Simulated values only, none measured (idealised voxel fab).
The following process module bears the name voxel ribs on slabs.
The width of the displayed cross-section, cut, is 285 nm; its cells are square, with a size of 5 nm.
This document writes a cross-section as a grid whose cells are square, and gives it as bands, listed from the top down; one or more rows of cells form a band. Read a band's entry like this: the first values are the height of its top and the height of its bottom in nm, and what follows is the sequence of materials from left to right, each with its width in nm. Note that "air" is empty space, and that a single material marked "throughout" reaches across the band from edge to edge. Height is counted from the level 0, under which the received wafer is composed throughout of one material. The lowest of the bands is not closed at the bottom but continues downward, in the notation "0..down". Think of "30->40" as a width that walks from the first number to the second as you go down the band, top row to bottom row, taking equal-sized steps from row to row. Any step labelled "stayed the same" changed none of the cells in the cross-section. "Closed void inventory": sealed empty spaces, 8 cells or more, no open way to top, listed width x height at distance, with distance from the left edge and width, height and distance in nm. Whatever follows a step's settings on its line is a remark the simulator itself makes about that step. On any step carrying a mask, the "overlay nm" setting, if present on the step's line, tells how far right of its planned place the mask lay; negative values point to the left.
[The steps planned for the process are as follows]
1. op RECEIVE | material Si
2. op DIRECTIONAL_DEP | material SiO2 | thk nm 30
3. op DIRECTIONAL_DEP | material SiN | thk nm 20
4. op DIRECTIONAL_DEP | material aC | thk nm 15
5. op PATTERN | tone cover | mask id RIB | material resist | width nm 30 | thk nm 30 | overlay nm 0
6. op DIRECTIONAL_ETCH | etch materials aC | depth nm 15
7. op STRIP | etch materials resist
8. op DIRECTIONAL_ETCH | etch materials SiN | depth nm 5
9. op STRIP | etch materials aC
10. op DIRECTIONAL_DEP | material aC | thk nm 15
11. op PATTERN | tone cover | mask id SLAB | material resist | width nm 60 | thk nm 35 | overlay nm 0
12. op DIRECTIONAL_ETCH | etch materials aC | depth nm 15
13. op STRIP | etch materials resist
14. op DIRECTIONAL_ETCH | etch materials SiN | depth nm 15
15. op STRIP | etch materials aC
16. op FILL_DEP | material SiO2 | thk nm 25
17. op CMP | height nm 65
18. op DIRECTIONAL_DEP | material W | thk nm 10
19. op PATTERN | tone cover | mask id HEATER | material resist | width nm 40 | thk nm 20 | overlay nm 0
20. op DIRECTIONAL_ETCH | etch materials W | depth nm 10
21. op STRIP | etch materials resist
22. op CONFORMAL_DEP | material SiN | thk nm 10
[So this is the incoming wafer in cross-section - it's already been through step 1]
    0..down | Si throughout
    Closed void inventory: none
[Here's the wafer cut in cross-section after the module, started and planned just like above, except one thing was done wrong in the run]
    85..75 | air (110), then SiN (60), then air (115)
    75..65 | SiN (120), then W (40), then SiN (125)
    65..20 | SiO2 throughout
    20..0 | SiN throughout
    0..down | Si throughout
    Closed void inventory: none
Nonconformance to the process plan: deviation from plan: step 3 and step 2 executed in one another's positions
